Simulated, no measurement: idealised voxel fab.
process module | voxel wiring stack
cross-section cut | 270 nm wide | cells 5 nm
A cross-section is a grid of square cells, given in bands from the top down. A band is one or more rows of cells.
Each band's line starts with the height of the band's top and of its bottom, in nm. Then come its materials from left to right, each with its width in nm. One material with "throughout" fills the band from edge to edge. "air" is empty space.
Height 0 is the level under which the wafer as received is all one material. The lowest band goes on downwards, as in "0 down".
A width such as "30 to 40" changes by the same amount from each row of cells to the next, from the band's top row to its bottom row.
"no change" after a step means that no cell of the cross-section changed.
closed voids: empty space of 8 cells or more with no open way to the top, each as width x height at its distance from the left edge, in nm
after a step's settings: what the simulator itself notes on the step
overlay nm, on a step with a mask: how far to the right of its planned place the mask lay; to the left if negative
plan
1 op RECEIVE | material Si
2 op CONFORMAL_DEP | material SiO2 | thk nm 10
3 op DIRECTIONAL_DEP | material TiN | thk nm 5
4 op DIRECTIONAL_DEP | material W | thk nm 15
5 op MASKED_ETCH | tone cover | mask id METAL_1 | width nm 25 | pitch nm 40 | etch materials W | depth nm 15 | overlay nm 0
6 op MASKED_ETCH | tone cover | mask id METAL_1 | width nm 25 | pitch nm 40 | etch materials TiN | depth nm 5 | overlay nm 0
7 op FILL_DEP | material lowk | thk nm 10
8 op CMP | height nm 30
9 op CONFORMAL_DEP | material SiCN | thk nm 5
10 op DIRECTIONAL_DEP | material SiO2 | thk nm 10
11 op DIRECTIONAL_DEP | material aC | thk nm 15
12 op PATTERN | tone open | mask id PLUG_1 | material resist | width nm 15 | pitch nm 40 | thk nm 30 | overlay nm 0
13 op DIRECTIONAL_ETCH | etch materials aC | depth nm 15
14 op STRIP | etch materials resist
15 op DIRECTIONAL_ETCH | etch materials SiO2 | depth nm 10
16 op DIRECTIONAL_ETCH | etch materials SiCN | depth nm 5
17 op STRIP | etch materials aC
18 op CONFORMAL_DEP | material TiN | thk nm 5
19 op FILL_DEP | material W | thk nm 5
20 op CMP | height nm 45
21 op CONFORMAL_DEP | material SiCN | thk nm 5
22 op DIRECTIONAL_DEP | material SiO2 | thk nm 15
23 op MASKED_ETCH | tone open | mask id METAL_2 | width nm 25 | pitch nm 40 | etch materials SiO2 | depth nm 15 | overlay nm 0
24 op MASKED_ETCH | tone open | mask id METAL_2 | width nm 25 | pitch nm 40 | etch materials SiCN | depth nm 5 | overlay nm 0
25 op CONFORMAL_DEP | material TiN | thk nm 5
26 op FILL_DEP | material Cu | thk nm 5
27 op CMP | height nm 65
28 op CONFORMAL_DEP | material SiCN | thk nm 5
29 op DIRECTIONAL_DEP | material lowk | thk nm 35
30 op DIRECTIONAL_DEP | material aC | thk nm 15
31 op PATTERN | tone open | mask id METAL_3_HOLES | material resist | width nm 15 | pitch nm 40 | thk nm 30 | overlay nm 0
32 op DIRECTIONAL_ETCH | etch materials aC | depth nm 15
33 op STRIP | etch materials resist
34 op DIRECTIONAL_ETCH | etch materials lowk | depth nm 35
35 op STRIP | etch materials aC
36 op DIRECTIONAL_DEP | material aC | thk nm 15
37 op PATTERN | tone open | mask id METAL_3 | material resist | width nm 25 | pitch nm 40 | thk nm 35 | overlay nm 0
38 op DIRECTIONAL_ETCH | etch materials aC | depth nm 15
39 op STRIP | etch materials resist
40 op DIRECTIONAL_ETCH | etch materials lowk | depth nm 20
41 op DIRECTIONAL_ETCH | etch materials SiCN | depth nm 5
42 op STRIP | etch materials aC
43 op CONFORMAL_DEP | material TiN | thk nm 5
44 op FILL_DEP | material Ru | thk nm 5
45 op CMP | height nm 105
46 op CONFORMAL_DEP | material SiCN | thk nm 5
47 op DIRECTIONAL_DEP | material SiO2 | thk nm 25
48 op PATTERN | tone open | mask id METAL_4 | material resist | width nm 25 | pitch nm 40 | thk nm 15 | overlay nm 0
49 op DIRECTIONAL_ETCH | etch materials SiO2 | depth nm 15
50 op STRIP | etch materials resist
51 op DIRECTIONAL_DEP | material aC | thk nm 15
52 op PATTERN | tone open | mask id METAL_4_HOLES | material resist | width nm 15 | pitch nm 80 | thk nm 35 | overlay nm 0
53 op DIRECTIONAL_ETCH | etch materials aC | depth nm 15
54 op STRIP | etch materials resist
55 op DIRECTIONAL_ETCH | etch materials SiO2 | depth nm 10
56 op DIRECTIONAL_ETCH | etch materials SiCN | depth nm 5
57 op STRIP | etch materials aC
58 op CONFORMAL_DEP | material TiN | thk nm 5
59 op FILL_DEP | material Ru | thk nm 5
60 op CMP | height nm 135
61 op CONFORMAL_DEP | material SiN | thk nm 5
as received, after step 1
  0 down: Si throughout
  closed voids: none
first wafer at the end, as planned
  140 to 135: SiN throughout
  135 to 125: SiO2 80 | TiN 5 | Ru 15 | TiN 5 | SiO2 15 | TiN 5 | Ru 15 | TiN 5 | SiO2 15 | TiN 5 | Ru 15 | TiN 5 | SiO2 85
  125 to 120: SiO2 80 | TiN 5 | Ru 5 | TiN 15 | SiO2 15 | TiN 25 | SiO2 15 | TiN 5 | Ru 5 | TiN 15 | SiO2 85
  120 to 110: SiO2 80 | TiN 5 | Ru 5 | TiN 5 | SiO2 65 | TiN 5 | Ru 5 | TiN 5 | SiO2 95
  110 to 105: SiCN 80 | TiN 15 | SiCN 65 | TiN 15 | SiCN 95
  105 to 90: lowk 80 | TiN 5 | Ru 15 | TiN 5 | lowk 15 | TiN 5 | Ru 15 | TiN 5 | lowk 15 | TiN 5 | Ru 15 | TiN 5 | lowk 85
  90 to 85: lowk 80 | TiN 5 | Ru 5 | TiN 15 | lowk 15 | TiN 5 | Ru 5 | TiN 15 | lowk 15 | TiN 5 | Ru 5 | TiN 15 | lowk 85
  85 to 70: lowk 80 | TiN 5 | Ru 5 | TiN 5 | lowk 25 | TiN 5 | Ru 5 | TiN 5 | lowk 25 | TiN 5 | Ru 5 | TiN 5 | lowk 95
  70 to 65: SiCN 80 | TiN 15 | SiCN 25 | TiN 15 | SiCN 25 | TiN 15 | SiCN 95
  65 to 50: SiO2 80 | TiN 5 | Cu 15 | TiN 5 | SiO2 15 | TiN 5 | Cu 15 | TiN 5 | SiO2 15 | TiN 5 | Cu 15 | TiN 5 | SiO2 85
  50 to 45: SiCN 80 | TiN 25 | SiCN 15 | TiN 25 | SiCN 15 | TiN 25 | SiCN 85
  45 to 35: SiO2 80 | TiN 5 | W 5 | TiN 5 | SiO2 25 | TiN 5 | W 5 | TiN 5 | SiO2 25 | TiN 5 | W 5 | TiN 5 | SiO2 95
  35 to 30: SiCN 80 | TiN 15 | SiCN 25 | TiN 15 | SiCN 25 | TiN 15 | SiCN 95
  30 to 15: lowk 80 | W 25 | lowk 15 | W 25 | lowk 15 | W 25 | lowk 85
  15 to 10: lowk 80 | TiN 25 | lowk 15 | TiN 25 | lowk 15 | TiN 25 | lowk 85
  10 to 0: SiO2 throughout
  0 down: Si throughout
  closed voids: none
second wafer at the end: like start, like plan, one mistake
  140 to 135: SiN throughout
  135 to 125: SiO2 80 | TiN 5 | Ru 15 | TiN 5 | SiO2 15 | TiN 5 | Ru 15 | TiN 5 | SiO2 15 | TiN 5 | Ru 15 | TiN 5 | SiO2 85
  125 to 120: SiO2 80 | TiN 5 | Ru 5 | TiN 15 | SiO2 15 | TiN 25 | SiO2 15 | TiN 5 | Ru 5 | TiN 15 | SiO2 85
  120 to 110: SiO2 80 | TiN 5 | Ru 5 | TiN 5 | SiO2 65 | TiN 5 | Ru 5 | TiN 5 | SiO2 95
  110 to 105: SiCN 80 | TiN 15 | SiCN 65 | TiN 15 | SiCN 95
  105 to 90: lowk 80 | TiN 5 | Ru 15 | TiN 5 | lowk 15 | TiN 5 | Ru 15 | TiN 5 | lowk 15 | TiN 5 | Ru 15 | TiN 5 | lowk 85
  90 to 85: lowk 80 | TiN 5 | Ru 5 | TiN 15 | lowk 15 | TiN 5 | Ru 5 | TiN 15 | lowk 15 | TiN 5 | Ru 5 | TiN 15 | lowk 85
  85 to 70: lowk 80 | TiN 5 | Ru 5 | TiN 5 | lowk 25 | TiN 5 | Ru 5 | TiN 5 | lowk 25 | TiN 5 | Ru 5 | TiN 5 | lowk 95
  70 to 65: SiCN 80 | TiN 15 | SiCN 25 | TiN 15 | SiCN 25 | TiN 15 | SiCN 95
  65 to 50: SiO2 80 | TiN 5 | Cu 15 | TiN 5 | SiO2 15 | TiN 5 | Cu 15 | TiN 5 | SiO2 15 | TiN 5 | Cu 15 | TiN 5 | SiO2 85
  50 to 45: SiCN 80 | TiN 25 | SiCN 15 | TiN 25 | SiCN 15 | TiN 25 | SiCN 85
  45 to 35: SiO2 80 | TiN 5 | W 5 | TiN 5 | SiO2 25 | TiN 5 | W 5 | TiN 5 | SiO2 25 | TiN 5 | W 5 | TiN 5 | SiO2 95
  35 to 30: SiCN 80 | TiN 15 | SiCN 25 | TiN 15 | SiCN 25 | TiN 15 | SiCN 95
  30 to 15: lowk 80 | W 25 | lowk 15 | W 25 | lowk 15 | W 25 | lowk 85
  15 to 10: lowk 80 | TiN 25 | lowk 15 | TiN 25 | lowk 15 | TiN 25 | lowk 85
  10 to 0: aC throughout
  0 down: Si throughout
  closed voids: none
what went wrong: step 2 ran as: op CONFORMAL_DEP | material aC | thk nm 10
at the end the second wafer has, in cells: 108 fewer of SiO2 | 108 more of aC
